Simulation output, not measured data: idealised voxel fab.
Process module heading - voxel air gaps
Cross-section cut: width 170 nm, square cells of 5 nm.
The cross-sections in this document take the form of a grid made of square cells. They are written out as bands, in order from top to bottom. Each band consists of one or more rows of cells.
Heights first: top, then bottom, in nm. Then materials, left to right, each with a width in nm. "all across" on a single material: fills the band edge to edge. "air": empty space.
Basically, 0 is our baseline, since under it the wafer straight out of the box is all one material. The bottom band has no lower end and keeps on going down, so it looks like "0..down".
The two numbers in a width such as "30..40" mark its ends across the band: the first belongs to the top row of cells, the second to the bottom row, and from each row to the next the width moves by the same amount.
For the purposes of this document, the phrase "no modification" attached to a step denotes that no cell within the cross-section was modified by that step.
Entry "Non-vented voids". Content: empty spaces with no open connection to the top, size 8 cells or greater. Each: width x height at distance. Distance: from left edge. Unit: nm.
Anything after a step's settings on that line? It's the simulator's own note about the step.
overlay nm: for a step with a mask, the amount by which the mask lay right of where it was planned; a negative amount means left of it.
Pairs from here to the end. Each: cross-section before one process step, cross-section after it, the latter only as far down as the lowest band that changed. Under each: the step between, and its settings. Mind that the pairs may be taken from different runs of this module on the same starting wafer; whether a pair continues from the pair above depends on its entry headed "Status before step", and it does only where that entry says so.

### Status before step
> 60..20  20 nm SiO2, then 25 nm air, then 25 nm SiO2, then 25 nm air, then 25 nm SiO2, then 25 nm air, then 25 nm SiO2
> 20..15  SiN all across
> 15..0  SiO2 all across
> 0..down  Si all across
> Non-vented voids: none

### Step Result
> 65..60  25 nm SiCN, then 15 nm air, then 35 nm SiCN, then 15 nm air, then 35 nm SiCN, then 15 nm air, then 30 nm SiCN
> 60..25  20 nm SiO2, then 5 nm SiCN, then 15 nm air, then 5 nm SiCN, then 25 nm SiO2, then 5 nm SiCN, then 15 nm air, then 5 nm SiCN, then 25 nm SiO2, then 5 nm SiCN, then 15 nm air, then 5 nm SiCN, then 25 nm SiO2
> 25..20  20 nm SiO2, then 25 nm SiCN, then 25 nm SiO2, then 25 nm SiCN, then 25 nm SiO2, then 25 nm SiCN, then 25 nm SiO2
> Below 20, no change.
> Non-vented voids: none
Process step separating the two views above: CONFORMAL_DEP: material SiCN, thk nm 5

Status before step: unchanged from the after cross-section in the pair immediately above; refer to that figure.

### Step Result
> 70..65  W all across
> 65..60  25 nm SiCN, then 15 nm W, then 35 nm SiCN, then 15 nm W, then 35 nm SiCN, then 15 nm W, then 30 nm SiCN
> 60..25  20 nm SiO2, then 5 nm SiCN, then 15 nm W, then 5 nm SiCN, then 25 nm SiO2, then 5 nm SiCN, then 15 nm W, then 5 nm SiCN, then 25 nm SiO2, then 5 nm SiCN, then 15 nm W, then 5 nm SiCN, then 25 nm SiO2
> Below 25, no change.
> Non-vented voids: none
Process step separating the two views above: FILL_DEP: material W, thk nm 5

Status before step: unchanged from the after cross-section in the pair immediately above; refer to that figure.

### Step Result
> 60..25  20 nm SiO2, then 5 nm SiCN, then 15 nm W, then 5 nm SiCN, then 25 nm SiO2, then 5 nm SiCN, then 15 nm W, then 5 nm SiCN, then 25 nm SiO2, then 5 nm SiCN, then 15 nm W, then 5 nm SiCN, then 25 nm SiO2
> Below 25, no change.
> Non-vented voids: none
Process step separating the two views above: CMP: height nm 60

Status before step: unchanged from the after cross-section in the pair immediately above; refer to that figure.

### Step Result
> 70..60  15 nm air, then 35 nm Ru, then 15 nm air, then 35 nm Ru, then 15 nm air, then 35 nm Ru, then 20 nm air
> Below 60, no change.
> Non-vented voids: none
Process step separating the two views above: EPI: material Ru, thk nm 10

Status before step: unchanged from the after cross-section in the pair immediately above; refer to that figure.

### Step Result
> 70..60  15 nm air, then 35 nm Ru, then 15 nm air, then 35 nm Ru, then 15 nm air, then 35 nm Ru, then 20 nm air
> 60..25  20 nm air, then 5 nm SiCN, then 15 nm W, then 5 nm SiCN, then 25 nm air, then 5 nm SiCN, then 15 nm W, then 5 nm SiCN, then 25 nm air, then 5 nm SiCN, then 15 nm W, then 5 nm SiCN, then 25 nm air
> 25..20  20 nm air, then 25 nm SiCN, then 25 nm air, then 25 nm SiCN, then 25 nm air, then 25 nm SiCN, then 25 nm air
> Below 20, no change.
> Non-vented voids: none
Process step separating the two views above: SELECTIVE_ETCH: etch materials SiO2, depth nm 50

Status before step: unchanged from the after cross-section in the pair immediately above; refer to that figure.

### Step Result
> 75..70  10 nm air, then 45 nm SiCN, then 5 nm air, then 45 nm SiCN, then 5 nm air, then 45 nm SiCN, then 15 nm air
> 70..60  10 nm air, then 5 nm SiCN, then 35 nm Ru, then 5 nm SiCN, then 5 nm air, then 5 nm SiCN, then 35 nm Ru, then 5 nm SiCN, then 5 nm air, then 5 nm SiCN, then 35 nm Ru, then 5 nm SiCN, then 15 nm air
> 60..55  10 nm air, then 15 nm SiCN, then 15 nm W, then 15 nm SiCN, then 5 nm air, then 15 nm SiCN, then 15 nm W, then 15 nm SiCN, then 5 nm air, then 15 nm SiCN, then 15 nm W, then 15 nm SiCN, then 15 nm air
> 55..25  15 nm air, then 10 nm SiCN, then 15 nm W, then 10 nm SiCN, then 15 nm air, then 10 nm SiCN, then 15 nm W, then 10 nm SiCN, then 15 nm air, then 10 nm SiCN, then 15 nm W, then 10 nm SiCN, then 20 nm air
> 25..20  SiCN all across
> Below 20, no change.
> Non-vented voids: none
Process step separating the two views above: CONFORMAL_DEP: material SiCN, thk nm 5

### Status before step
> 60..20  SiO2 all across
> 20..15  SiN all across
> 15..0  SiO2 all across
> 0..down  Si all across
> Non-vented voids: none

### Step Result
> 60..20  20 nm air, then 25 nm SiO2, then 25 nm air, then 25 nm SiO2, then 25 nm air, then 25 nm SiO2, then 25 nm air
> Below 20, no change.
> Non-vented voids: none
Process step separating the two views above: MASKED_ETCH: tone cover, mask id LINES, width nm 25, pitch nm 50, etch materials SiO2, depth nm 40, overlay nm 0

Status before step: unchanged from the after cross-section in the pair immediately above; refer to that figure.

### Step Result
> 65..60  15 nm air, then 35 nm TiN, then 15 nm air, then 35 nm TiN, then 15 nm air, then 35 nm TiN, then 20 nm air
> 60..25  15 nm air, then 5 nm TiN, then 25 nm SiO2, then 5 nm TiN, then 15 nm air, then 5 nm TiN, then 25 nm SiO2, then 5 nm TiN, then 15 nm air, then 5 nm TiN, then 25 nm SiO2, then 5 nm TiN, then 20 nm air
> 25..20  20 nm TiN, then 25 nm SiO2, then 25 nm TiN, then 25 nm SiO2, then 25 nm TiN, then 25 nm SiO2, then 25 nm TiN
> Below 20, no change.
> Non-vented voids: none
Process step separating the two views above: CONFORMAL_DEP: material TiN, thk nm 5

Status before step: unchanged from the after cross-section in the pair immediately above; refer to that figure.

### Step Result
> 70..65  W all across
> 65..60  15 nm W, then 35 nm TiN, then 15 nm W, then 35 nm TiN, then 15 nm W, then 35 nm TiN, then 20 nm W
> 60..25  15 nm W, then 5 nm TiN, then 25 nm SiO2, then 5 nm TiN, then 15 nm W, then 5 nm TiN, then 25 nm SiO2, then 5 nm TiN, then 15 nm W, then 5 nm TiN, then 25 nm SiO2, then 5 nm TiN, then 20 nm W
> Below 25, no change.
> Non-vented voids: none
Process step separating the two views above: FILL_DEP: material W, thk nm 5

Status before step: unchanged from the after cross-section in the pair immediately above; refer to that figure.

### Step Result
> 60..25  15 nm W, then 5 nm TiN, then 25 nm SiO2, then 5 nm TiN, then 15 nm W, then 5 nm TiN, then 25 nm SiO2, then 5 nm TiN, then 15 nm W, then 5 nm TiN, then 25 nm SiO2, then 5 nm TiN, then 20 nm W
> Below 25, no change.
> Non-vented voids: none
Process step separating the two views above: CMP: height nm 60

Status before step: unchanged from the after cross-section in the pair immediately above; refer to that figure.

### Step Result
> 70..60  30 nm Ru, then 5 nm air, then 45 nm Ru, then 5 nm air, then 45 nm Ru, then 5 nm air, then 35 nm Ru
> Below 60, no change.
> Non-vented voids: none
Process step separating the two views above: EPI: material Ru, thk nm 10

Status before step: unchanged from the after cross-section in the pair immediately above; refer to that figure.

### Step Result
> 70..60  30 nm Ru, then 5 nm air, then 45 nm Ru, then 5 nm air, then 45 nm Ru, then 5 nm air, then 35 nm Ru
> 60..25  15 nm W, then 5 nm TiN, then 25 nm air, then 5 nm TiN, then 15 nm W, then 5 nm TiN, then 25 nm air, then 5 nm TiN, then 15 nm W, then 5 nm TiN, then 25 nm air, then 5 nm TiN, then 20 nm W
> 25..20  20 nm TiN, then 25 nm air, then 25 nm TiN, then 25 nm air, then 25 nm TiN, then 25 nm air, then 25 nm TiN
> Below 20, no change.
> Non-vented voids: none
Process step separating the two views above: SELECTIVE_ETCH: etch materials SiO2, depth nm 50

Status before step: unchanged from the after cross-section in the pair immediately above; refer to that figure.

### Step Result
> 75..70  SiCN all across
> 70..60  30 nm Ru, then 5 nm SiCN, then 45 nm Ru, then 5 nm SiCN, then 45 nm Ru, then 5 nm SiCN, then 35 nm Ru
> 60..55  15 nm W, then 5 nm TiN, then 25 nm SiCN, then 5 nm TiN, then 15 nm W, then 5 nm TiN, then 25 nm SiCN, then 5 nm TiN, then 15 nm W, then 5 nm TiN, then 25 nm SiCN, then 5 nm TiN, then 20 nm W
> 55..25  15 nm W, then 5 nm TiN, then 5 nm SiCN, then 15 nm air, then 5 nm SiCN, then 5 nm TiN, then 15 nm W, then 5 nm TiN, then 5 nm SiCN, then 15 nm air, then 5 nm SiCN, then 5 nm TiN, then 15 nm W, then 5 nm TiN, then 5 nm SiCN, then 15 nm air, then 5 nm SiCN, then 5 nm TiN, then 20 nm W
> 25..20  20 nm TiN, then 25 nm SiCN, then 25 nm TiN, then 25 nm SiCN, then 25 nm TiN, then 25 nm SiCN, then 25 nm TiN
> Below 20, no change.
> Non-vented voids: 15 x 30 at 25; 15 x 30 at 75; 15 x 30 at 125
Process step separating the two views above: CONFORMAL_DEP: material SiCN, thk nm 5
